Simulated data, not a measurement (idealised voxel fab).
process module | voxel self aligned contacts
cross-section cut | 160 nm wide | cells 5 nm
A cross-section is a grid of square cells, given in bands from the top down. A band is one or more rows of cells.
Each band's line starts with the height of the band's top and of its bottom, in nm. Then come its materials from left to right, each with its width in nm. One material with "throughout" fills the band from edge to edge. "air" is empty space.
Height 0 is the level under which the wafer as received is all one material. The lowest band goes on downwards, as in "0 down".
A width such as "30 to 40" changes by the same amount from each row of cells to the next, from the band's top row to its bottom row.
"no change" after a step means that no cell of the cross-section changed.
closed voids: empty space of 8 cells or more with no open way to the top, each as width x height at its distance from the left edge, in nm
after a step's settings: what the simulator itself notes on the step
overlay nm, on a step with a mask: how far to the right of its planned place the mask lay; to the left if negative
plan
1 op RECEIVE | material Si
2 op CONFORMAL_DEP | material SiO2 | thk nm 5
3 op DIRECTIONAL_DEP | material polySi | thk nm 20
4 op DIRECTIONAL_DEP | material SiN | thk nm 15
5 op DIRECTIONAL_DEP | material aC | thk nm 15
6 op PATTERN | tone cover | mask id GATE | material resist | width nm 30 | pitch nm 65 | thk nm 30 | overlay nm 0
7 op DIRECTIONAL_ETCH | etch materials aC | depth nm 15
8 op STRIP | etch materials resist
9 op DIRECTIONAL_ETCH | etch materials SiN | depth nm 15
10 op DIRECTIONAL_ETCH | etch materials polySi | depth nm 20
11 op STRIP | etch materials aC
12 op CONFORMAL_DEP | material SiN | thk nm 5
13 op DIRECTIONAL_ETCH | etch materials SiN | depth nm 5
14 op FILL_DEP | material SiO2 | thk nm 15
15 op CMP | height nm 45
16 op DIRECTIONAL_DEP | material aC | thk nm 15
17 op PATTERN | tone open | mask id CONTACT | material resist | width nm 45 | thk nm 30 | overlay nm 0
18 op DIRECTIONAL_ETCH | etch materials aC | depth nm 15
19 op STRIP | etch materials resist
20 op DIRECTIONAL_ETCH | etch materials SiO2 | depth nm 45
21 op STRIP | etch materials aC
22 op CONFORMAL_DEP | material TiN | thk nm 5
23 op FILL_DEP | material W | thk nm 10
24 op CMP | height nm 45
25 op CONFORMAL_DEP | material SiCN | thk nm 5
first wafer, as planned
as received, after step 1
  0 down: Si throughout
  closed voids: none
after step 2
  5 to 0: SiO2 throughout
  below 0: unchanged
after step 3
  25 to 5: polySi throughout
  below 5: unchanged
after step 4
  40 to 25: SiN throughout
  below 25: unchanged
after step 5
  55 to 40: aC throughout
  below 40: unchanged
after step 6
  85 to 55: air 30 | resist 30 | air 35 | resist 30 | air 35
  below 55: unchanged
after step 7
  70 to 55: air 30 | resist 30 | air 35 | resist 30 | air 35
  55 to 40: air 30 | aC 30 | air 35 | aC 30 | air 35
  below 40: unchanged
after step 8
  55 to 40: air 30 | aC 30 | air 35 | aC 30 | air 35
  below 40: unchanged
after step 9
  55 to 40: air 30 | aC 30 | air 35 | aC 30 | air 35
  40 to 25: air 30 | SiN 30 | air 35 | SiN 30 | air 35
  below 25: unchanged
after step 10
  55 to 40: air 30 | aC 30 | air 35 | aC 30 | air 35
  40 to 25: air 30 | SiN 30 | air 35 | SiN 30 | air 35
  25 to 5: air 30 | polySi 30 | air 35 | polySi 30 | air 35
  below 5: unchanged
after step 11
  40 to 25: air 30 | SiN 30 | air 35 | SiN 30 | air 35
  below 25: unchanged
after step 12
  45 to 25: air 25 | SiN 40 | air 25 | SiN 40 | air 30
  25 to 10: air 25 | SiN 5 | polySi 30 | SiN 5 | air 25 | SiN 5 | polySi 30 | SiN 5 | air 30
  10 to 5: SiN 30 | polySi 30 | SiN 35 | polySi 30 | SiN 35
  below 5: unchanged
after step 13
  40 to 25: air 25 | SiN 40 | air 25 | SiN 40 | air 30
  25 to 5: air 25 | SiN 5 | polySi 30 | SiN 5 | air 25 | SiN 5 | polySi 30 | SiN 5 | air 30
  below 5: unchanged
after step 14
  55 to 40: SiO2 throughout
  40 to 25: SiO2 25 | SiN 40 | SiO2 25 | SiN 40 | SiO2 30
  25 to 5: SiO2 25 | SiN 5 | polySi 30 | SiN 5 | SiO2 25 | SiN 5 | polySi 30 | SiN 5 | SiO2 30
  below 5: unchanged
after step 15
  45 to 40: SiO2 throughout
  below 40: unchanged
after step 16
  60 to 45: aC throughout
  below 45: unchanged
after step 17
  90 to 60: resist 55 | air 45 | resist 60
  below 60: unchanged
after step 18
  75 to 60: resist 55 | air 45 | resist 60
  60 to 45: aC 55 | air 45 | aC 60
  below 45: unchanged
after step 19
  60 to 45: aC 55 | air 45 | aC 60
  below 45: unchanged
after step 20
  60 to 45: aC 55 | air 45 | aC 60
  45 to 40: SiO2 55 | air 45 | SiO2 60
  40 to 25: SiO2 25 | SiN 40 | air 25 | SiN 40 | SiO2 30
  25 to 5: SiO2 25 | SiN 5 | polySi 30 | SiN 5 | air 25 | SiN 5 | polySi 30 | SiN 5 | SiO2 30
  5 to 0: SiO2 65 | air 25 | SiO2 70
  below 0: unchanged
after step 21
  45 to 40: SiO2 55 | air 45 | SiO2 60
  below 40: unchanged
after step 22
  50 to 45: TiN 60 | air 35 | TiN 65
  45 to 40: SiO2 55 | TiN 15 | air 15 | TiN 15 | SiO2 60
  40 to 25: SiO2 25 | SiN 40 | TiN 5 | air 15 | TiN 5 | SiN 40 | SiO2 30
  25 to 5: SiO2 25 | SiN 5 | polySi 30 | SiN 5 | TiN 5 | air 15 | TiN 5 | SiN 5 | polySi 30 | SiN 5 | SiO2 30
  5 to 0: SiO2 65 | TiN 25 | SiO2 70
  below 0: unchanged
after step 23
  60 to 50: W throughout
  50 to 45: TiN 60 | W 35 | TiN 65
  45 to 40: SiO2 55 | TiN 15 | W 15 | TiN 15 | SiO2 60
  40 to 25: SiO2 25 | SiN 40 | TiN 5 | W 15 | TiN 5 | SiN 40 | SiO2 30
  25 to 5: SiO2 25 | SiN 5 | polySi 30 | SiN 5 | TiN 5 | W 15 | TiN 5 | SiN 5 | polySi 30 | SiN 5 | SiO2 30
  below 5: unchanged
after step 24
  45 to 40: SiO2 55 | TiN 15 | W 15 | TiN 15 | SiO2 60
  below 40: unchanged
after step 25
  50 to 45: SiCN throughout
  below 45: unchanged
second wafer: like start, like plan, one mistake. Through step 11 it matches the first wafer
when step 12 should have ended: no change
when step 13 should have ended
  35 to 25: air 30 | SiN 30 | air 35 | SiN 30 | air 35
  below 25: unchanged
when step 14 should have ended
  50 to 35: SiO2 throughout
  35 to 25: SiO2 30 | SiN 30 | SiO2 35 | SiN 30 | SiO2 35
  25 to 5: SiO2 30 | polySi 30 | SiO2 35 | polySi 30 | SiO2 35
  below 5: unchanged
when step 15 should have ended
  45 to 35: SiO2 throughout
  below 35: unchanged
when step 16 should have ended
  60 to 45: aC throughout
  below 45: unchanged
when step 17 should have ended
  90 to 60: resist 55 | air 45 | resist 60
  below 60: unchanged
when step 18 should have ended
  75 to 60: resist 55 | air 45 | resist 60
  60 to 45: aC 55 | air 45 | aC 60
  below 45: unchanged
when step 19 should have ended
  60 to 45: aC 55 | air 45 | aC 60
  below 45: unchanged
when step 20 should have ended
  60 to 45: aC 55 | air 45 | aC 60
  45 to 35: SiO2 55 | air 45 | SiO2 60
  35 to 25: SiO2 30 | SiN 30 | air 35 | SiN 30 | SiO2 35
  25 to 5: SiO2 30 | polySi 30 | air 35 | polySi 30 | SiO2 35
  5 to 0: SiO2 60 | air 35 | SiO2 65
  below 0: unchanged
when step 21 should have ended
  45 to 35: SiO2 55 | air 45 | SiO2 60
  below 35: unchanged
when step 22 should have ended
  50 to 45: TiN 60 | air 35 | TiN 65
  45 to 35: SiO2 55 | TiN 5 to 10 | air 35 to 25 | TiN 5 to 10 | SiO2 60
  35 to 25: SiO2 30 | SiN 30 | TiN 5 | air 25 | TiN 5 | SiN 30 | SiO2 35
  25 to 5: SiO2 30 | polySi 30 | TiN 5 | air 25 | TiN 5 | polySi 30 | SiO2 35
  5 to 0: SiO2 60 | TiN 35 | SiO2 65
  below 0: unchanged
when step 23 should have ended
  60 to 50: W throughout
  50 to 45: TiN 60 | W 35 | TiN 65
  45 to 35: SiO2 55 | TiN 5 to 10 | W 35 to 25 | TiN 5 to 10 | SiO2 60
  35 to 25: SiO2 30 | SiN 30 | TiN 5 | W 25 | TiN 5 | SiN 30 | SiO2 35
  25 to 5: SiO2 30 | polySi 30 | TiN 5 | W 25 | TiN 5 | polySi 30 | SiO2 35
  below 5: unchanged
when step 24 should have ended
  45 to 35: SiO2 55 | TiN 5 to 10 | W 35 to 25 | TiN 5 to 10 | SiO2 60
  below 35: unchanged
when step 25 should have ended
  50 to 45: SiCN throughout
  below 45: unchanged
what went wrong: step 12 was left out
at the end the second wafer has, in cells: 40 fewer of SiN | 22 more of SiO2 | 18 more of W
